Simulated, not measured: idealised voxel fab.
Title: Process Module voxel wiring stack
Square cells of 5 nm make up the cross-section cut, whose width is 165 nm.
We lay out every cross-section as a grid of square cells and spell it out in bands from the top down, where one band means one or more rows of cells. Within each band entry, the heights of the top and of the bottom of the band appear first, in that order and in nm; the materials of the band then follow from left to right, each with its corresponding width in nm. The designation "all across" on a single material indicates that it fills the band from edge to edge; the designation "air" indicates empty space. All heights in this document are referenced to 0, defined as the level beneath which the wafer, as received, consists entirely of one material. The lowest band is not bounded below; it extends indefinitely downward and is written in the form "0..down". Read "30 to 40" as a graded width: first number on top, second number at the bottom, same change between each pair of neighbouring rows. "nothing different" (step): cross-section cells unchanged, all of them. Enclosed voids (no open way to top), threshold 8 cells or more, entry "Enclosed cavity list", notation width x height at distance, distance from left edge, nm. What comes after the settings on a step's line is commentary from the simulator itself on that step. When a step includes a mask, the "overlay nm" setting on its line states how far to the right of its planned place that mask lay, and negative values state how far to the left.
This section lists the process steps that were planned
step 1: RECEIVE,material Si
step 2: CONFORMAL_DEP,material SiO2,thk nm 10
step 3: CONFORMAL_DEP,material SiCN,thk nm 5
step 4: DIRECTIONAL_DEP,material lowk,thk nm 20
step 5: MASKED_ETCH,tone open,mask id METAL_1,width nm 20,pitch nm 35,etch materials lowk,depth nm 20,overlay nm 0
step 6: MASKED_ETCH,tone open,mask id METAL_1,width nm 20,pitch nm 35,etch materials SiCN,depth nm 5,overlay nm 0
step 7: CONFORMAL_DEP,material TiN,thk nm 5
step 8: FILL_DEP,material Ru,thk nm 10
step 9: CMP,height nm 35
step 10: CONFORMAL_DEP,material SiCN,thk nm 5
step 11: DIRECTIONAL_DEP,material SiO2,thk nm 35
step 12: MASKED_ETCH,tone open,mask id METAL_2,width nm 20,pitch nm 35,etch materials SiO2,depth nm 20,overlay nm 0
step 13: MASKED_ETCH,tone open,mask id METAL_2_HOLES,width nm 15,pitch nm 70,etch materials SiO2,depth nm 15,overlay nm 0
step 14: MASKED_ETCH,tone open,mask id METAL_2_HOLES,width nm 15,pitch nm 70,etch materials SiCN,depth nm 5,overlay nm 0
step 15: CONFORMAL_DEP,material TiN,thk nm 5
step 16: FILL_DEP,material Cu,thk nm 5
step 17: CMP,height nm 75
step 18: CONFORMAL_DEP,material SiCN,thk nm 5
First wafer, as planned
Cross-section of the wafer upon arrival, representing the state reached after step 1
- 0..down  Si all across
- Enclosed cavity list: none
State of the wafer after step 2, shown in cross-section
- 10..0  SiO2 all across
- Anything lower than 0 is untouched.
State of the wafer after step 3, shown in cross-section
- 15..10  SiCN all across
- Anything lower than 10 is untouched.
State of the wafer after step 4, shown in cross-section
- 35..15  lowk all across
- Anything lower than 15 is untouched.
State of the wafer after step 5, shown in cross-section
- 35..15  lowk: 35 | air: 20 | lowk: 15 | air: 20 | lowk: 15 | air: 20 | lowk: 40
- Anything lower than 15 is untouched.
State of the wafer after step 6, shown in cross-section
- 35..15  lowk: 35 | air: 20 | lowk: 15 | air: 20 | lowk: 15 | air: 20 | lowk: 40
- 15..10  SiCN: 35 | air: 20 | SiCN: 15 | air: 20 | SiCN: 15 | air: 20 | SiCN: 40
- Anything lower than 10 is untouched.
State of the wafer after step 7, shown in cross-section
- 40..35  TiN: 40 | air: 10 | TiN: 25 | air: 10 | TiN: 25 | air: 10 | TiN: 45
- 35..15  lowk: 35 | TiN: 5 | air: 10 | TiN: 5 | lowk: 15 | TiN: 5 | air: 10 | TiN: 5 | lowk: 15 | TiN: 5 | air: 10 | TiN: 5 | lowk: 40
- 15..10  SiCN: 35 | TiN: 20 | SiCN: 15 | TiN: 20 | SiCN: 15 | TiN: 20 | SiCN: 40
- Anything lower than 10 is untouched.
State of the wafer after step 8, shown in cross-section
- 50..40  Ru all across
- 40..35  TiN: 40 | Ru: 10 | TiN: 25 | Ru: 10 | TiN: 25 | Ru: 10 | TiN: 45
- 35..15  lowk: 35 | TiN: 5 | Ru: 10 | TiN: 5 | lowk: 15 | TiN: 5 | Ru: 10 | TiN: 5 | lowk: 15 | TiN: 5 | Ru: 10 | TiN: 5 | lowk: 40
- Anything lower than 15 is untouched.
State of the wafer after step 9, shown in cross-section
- 35..15  lowk: 35 | TiN: 5 | Ru: 10 | TiN: 5 | lowk: 15 | TiN: 5 | Ru: 10 | TiN: 5 | lowk: 15 | TiN: 5 | Ru: 10 | TiN: 5 | lowk: 40
- Anything lower than 15 is untouched.
State of the wafer after step 10, shown in cross-section
- 40..35  SiCN all across
- Anything lower than 35 is untouched.
State of the wafer after step 11, shown in cross-section
- 75..40  SiO2 all across
- Anything lower than 40 is untouched.
State of the wafer after step 12, shown in cross-section
- 75..55  SiO2: 35 | air: 20 | SiO2: 15 | air: 20 | SiO2: 15 | air: 20 | SiO2: 40
- Anything lower than 55 is untouched.
State of the wafer after step 13, shown in cross-section
- 75..55  SiO2: 35 | air: 20 | SiO2: 15 | air: 20 | SiO2: 15 | air: 20 | SiO2: 40
- 55..40  SiO2: 35 | air: 15 | SiO2: 55 | air: 15 | SiO2: 45
- Anything lower than 40 is untouched.
State of the wafer after step 14, shown in cross-section
- 75..55  SiO2: 35 | air: 20 | SiO2: 15 | air: 20 | SiO2: 15 | air: 20 | SiO2: 40
- 55..40  SiO2: 35 | air: 15 | SiO2: 55 | air: 15 | SiO2: 45
- 40..35  SiCN: 35 | air: 15 | SiCN: 55 | air: 15 | SiCN: 45
- Anything lower than 35 is untouched.
State of the wafer after step 15, shown in cross-section
- 80..75  TiN: 40 | air: 10 | TiN: 25 | air: 10 | TiN: 25 | air: 10 | TiN: 45
- 75..60  SiO2: 35 | TiN: 5 | air: 10 | TiN: 5 | SiO2: 15 | TiN: 5 | air: 10 | TiN: 5 | SiO2: 15 | TiN: 5 | air: 10 | TiN: 5 | SiO2: 40
- 60..55  SiO2: 35 | TiN: 5 | air: 5 | TiN: 10 | SiO2: 15 | TiN: 20 | SiO2: 15 | TiN: 5 | air: 5 | TiN: 10 | SiO2: 40
- 55..40  SiO2: 35 | TiN: 5 | air: 5 | TiN: 5 | SiO2: 55 | TiN: 5 | air: 5 | TiN: 5 | SiO2: 45
- 40..35  SiCN: 35 | TiN: 15 | SiCN: 55 | TiN: 15 | SiCN: 45
- Anything lower than 35 is untouched.
State of the wafer after step 16, shown in cross-section
- 85..80  Cu all across
- 80..75  TiN: 40 | Cu: 10 | TiN: 25 | Cu: 10 | TiN: 25 | Cu: 10 | TiN: 45
- 75..60  SiO2: 35 | TiN: 5 | Cu: 10 | TiN: 5 | SiO2: 15 | TiN: 5 | Cu: 10 | TiN: 5 | SiO2: 15 | TiN: 5 | Cu: 10 | TiN: 5 | SiO2: 40
- 60..55  SiO2: 35 | TiN: 5 | Cu: 5 | TiN: 10 | SiO2: 15 | TiN: 20 | SiO2: 15 | TiN: 5 | Cu: 5 | TiN: 10 | SiO2: 40
- 55..40  SiO2: 35 | TiN: 5 | Cu: 5 | TiN: 5 | SiO2: 55 | TiN: 5 | Cu: 5 | TiN: 5 | SiO2: 45
- Anything lower than 40 is untouched.
State of the wafer after step 17, shown in cross-section
- 75..60  SiO2: 35 | TiN: 5 | Cu: 10 | TiN: 5 | SiO2: 15 | TiN: 5 | Cu: 10 | TiN: 5 | SiO2: 15 | TiN: 5 | Cu: 10 | TiN: 5 | SiO2: 40
- Anything lower than 60 is untouched.
State of the wafer after step 18, shown in cross-section
- 80..75  SiCN all across
- Anything lower than 75 is untouched.
For the second wafer, take the first wafer's start and plan, then add one mistake made in running it; everything through step 7, that step included, is shared with the first
Second wafer, sectioned view, at step 8's planned end time
- 50..40  Cu all across
- 40..35  TiN: 40 | Cu: 10 | TiN: 25 | Cu: 10 | TiN: 25 | Cu: 10 | TiN: 45
- 35..15  lowk: 35 | TiN: 5 | Cu: 10 | TiN: 5 | lowk: 15 | TiN: 5 | Cu: 10 | TiN: 5 | lowk: 15 | TiN: 5 | Cu: 10 | TiN: 5 | lowk: 40
- Anything lower than 15 is untouched.
Second wafer, sectioned view, at step 9's planned end time
- 35..15  lowk: 35 | TiN: 5 | Cu: 10 | TiN: 5 | lowk: 15 | TiN: 5 | Cu: 10 | TiN: 5 | lowk: 15 | TiN: 5 | Cu: 10 | TiN: 5 | lowk: 40
- Anything lower than 15 is untouched.
Second wafer, sectioned view, at step 10's planned end time
- 40..35  SiCN all across
- Anything lower than 35 is untouched.
Second wafer, sectioned view, at step 11's planned end time
- 75..40  SiO2 all across
- Anything lower than 40 is untouched.
Second wafer, sectioned view, at step 12's planned end time
- 75..55  SiO2: 35 | air: 20 | SiO2: 15 | air: 20 | SiO2: 15 | air: 20 | SiO2: 40
- Anything lower than 55 is untouched.
Second wafer, sectioned view, at step 13's planned end time
- 75..55  SiO2: 35 | air: 20 | SiO2: 15 | air: 20 | SiO2: 15 | air: 20 | SiO2: 40
- 55..40  SiO2: 35 | air: 15 | SiO2: 55 | air: 15 | SiO2: 45
- Anything lower than 40 is untouched.
Second wafer, sectioned view, at step 14's planned end time
- 75..55  SiO2: 35 | air: 20 | SiO2: 15 | air: 20 | SiO2: 15 | air: 20 | SiO2: 40
- 55..40  SiO2: 35 | air: 15 | SiO2: 55 | air: 15 | SiO2: 45
- 40..35  SiCN: 35 | air: 15 | SiCN: 55 | air: 15 | SiCN: 45
- Anything lower than 35 is untouched.
Second wafer, sectioned view, at step 15's planned end time
- 80..75  TiN: 40 | air: 10 | TiN: 25 | air: 10 | TiN: 25 | air: 10 | TiN: 45
- 75..60  SiO2: 35 | TiN: 5 | air: 10 | TiN: 5 | SiO2: 15 | TiN: 5 | air: 10 | TiN: 5 | SiO2: 15 | TiN: 5 | air: 10 | TiN: 5 | SiO2: 40
- 60..55  SiO2: 35 | TiN: 5 | air: 5 | TiN: 10 | SiO2: 15 | TiN: 20 | SiO2: 15 | TiN: 5 | air: 5 | TiN: 10 | SiO2: 40
- 55..40  SiO2: 35 | TiN: 5 | air: 5 | TiN: 5 | SiO2: 55 | TiN: 5 | air: 5 | TiN: 5 | SiO2: 45
- 40..35  SiCN: 35 | TiN: 15 | SiCN: 55 | TiN: 15 | SiCN: 45
- Anything lower than 35 is untouched.
Second wafer, sectioned view, at step 16's planned end time
- 85..80  Cu all across
- 80..75  TiN: 40 | Cu: 10 | TiN: 25 | Cu: 10 | TiN: 25 | Cu: 10 | TiN: 45
- 75..60  SiO2: 35 | TiN: 5 | Cu: 10 | TiN: 5 | SiO2: 15 | TiN: 5 | Cu: 10 | TiN: 5 | SiO2: 15 | TiN: 5 | Cu: 10 | TiN: 5 | SiO2: 40
- 60..55  SiO2: 35 | TiN: 5 | Cu: 5 | TiN: 10 | SiO2: 15 | TiN: 20 | SiO2: 15 | TiN: 5 | Cu: 5 | TiN: 10 | SiO2: 40
- 55..40  SiO2: 35 | TiN: 5 | Cu: 5 | TiN: 5 | SiO2: 55 | TiN: 5 | Cu: 5 | TiN: 5 | SiO2: 45
- Anything lower than 40 is untouched.
Second wafer, sectioned view, at step 17's planned end time
- 75..60  SiO2: 35 | TiN: 5 | Cu: 10 | TiN: 5 | SiO2: 15 | TiN: 5 | Cu: 10 | TiN: 5 | SiO2: 15 | TiN: 5 | Cu: 10 | TiN: 5 | SiO2: 40
- Anything lower than 60 is untouched.
Second wafer, sectioned view, at step 18's planned end time
- 80..75  SiCN all across
- Anything lower than 75 is untouched.
Where did the run depart from the plan? step 8, actual vs plan mismatch, actual run FILL_DEP,material Cu,thk nm 10
Upon completion, the second wafer contains, in terms of cells, a greater or smaller amount of certain materials than the first wafer: Cu: 24 more, Ru: 24 fewer
